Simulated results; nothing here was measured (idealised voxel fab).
Name of the process module below: voxel ribs on slabs
We display cut, a cross-section 290 nm in width whose square cells are each 5 nm.
This document writes a cross-section as a grid whose cells are square, and gives it as bands, listed from the top down; one or more rows of cells form a band.
Band: top and bottom heights (nm) first, top before bottom; then materials from left to right, widths in nm. "throughout" marks a sole material filling the band edge to edge. "air" denotes empty space.
It should be noted that heights are counted from 0, beneath which the wafer as supplied is of one material throughout, and that the lowest band possesses no lower boundary but continues downward, as written in "0 nm and below".
Read "30->40" as a graded width: first number on top, second number at the bottom, same change between each pair of neighbouring rows.
Basically "no change occurred" means that step didn't change any cell in the cross-section.
"Closed void inventory" contains a list of empty spaces, each no smaller than 8 cells and without an open way to the top, written in the form width x height at distance with the distance from the left edge and all three in nm.
Step line, after settings: the simulator's comment on this step.
"overlay nm", when on a step's line for a step with a mask, measures how far to the right of its planned place the mask lay; a negative measure means to the left.
Plan:
1. RECEIVE [material Si]
2. DIRECTIONAL_DEP [material SiO2] [thk nm 25]
3. DIRECTIONAL_DEP [material polySi] [thk nm 20]
4. PATTERN [tone cover] [mask id RIB] [material resist] [width nm 20] [thk nm 15] [overlay nm 0]
5. DIRECTIONAL_ETCH [etch materials polySi] [depth nm 15]
6. STRIP [etch materials resist]
7. PATTERN [tone cover] [mask id SLAB] [material resist] [width nm 80] [thk nm 15] [overlay nm 0]
8. DIRECTIONAL_ETCH [etch materials polySi] [depth nm 5]
9. STRIP [etch materials resist]
10. FILL_DEP [material SiO2] [thk nm 15]
11. CMP [height nm 55]
12. DIRECTIONAL_DEP [material W] [thk nm 10]
13. MASKED_ETCH [tone cover] [mask id HEATER] [width nm 30] [etch materials W] [depth nm 10] [overlay nm 0]
14. CONFORMAL_DEP [material SiN] [thk nm 5]
Wafer cross-section on receipt, i.e. after step 1:
- 0 nm and below: Si throughout
- Closed void inventory: none
Cross-section, first of two wafers, end of module, run as planned:
- 70 nm to 65 nm: 125 nm air / 40 nm SiN / 125 nm air
- 65 nm to 60 nm: 125 nm air / 5 nm SiN / 30 nm W / 5 nm SiN / 125 nm air
- 60 nm to 55 nm: 130 nm SiN / 30 nm W / 130 nm SiN
- 55 nm to 45 nm: SiO2 throughout
- 45 nm to 30 nm: 135 nm SiO2 / 20 nm polySi / 135 nm SiO2
- 30 nm to 25 nm: 105 nm SiO2 / 80 nm polySi / 105 nm SiO2
- 25 nm to 0 nm: SiO2 throughout
- 0 nm and below: Si throughout
- Closed void inventory: none
Cross-section at end of module for the second wafer of two, which matched the first in starting point and plan and differed by one mistake in its processing:
- 70 nm to 65 nm: 125 nm air / 40 nm SiN / 125 nm air
- 65 nm to 60 nm: 125 nm air / 5 nm SiN / 30 nm W / 5 nm SiN / 125 nm air
- 60 nm to 55 nm: 130 nm SiN / 30 nm W / 130 nm SiN
- 55 nm to 20 nm: SiO2 throughout
- 20 nm to 0 nm: polySi throughout
- 0 nm and below: Si throughout
- Closed void inventory: none
Short version of what went wrong: note: step 2 <-> step 3, run order reversed vs plan
Count the cells at the end and the second wafer has more or fewer of some materials than the first: 204 fewer of SiO2 | 204 more of polySi
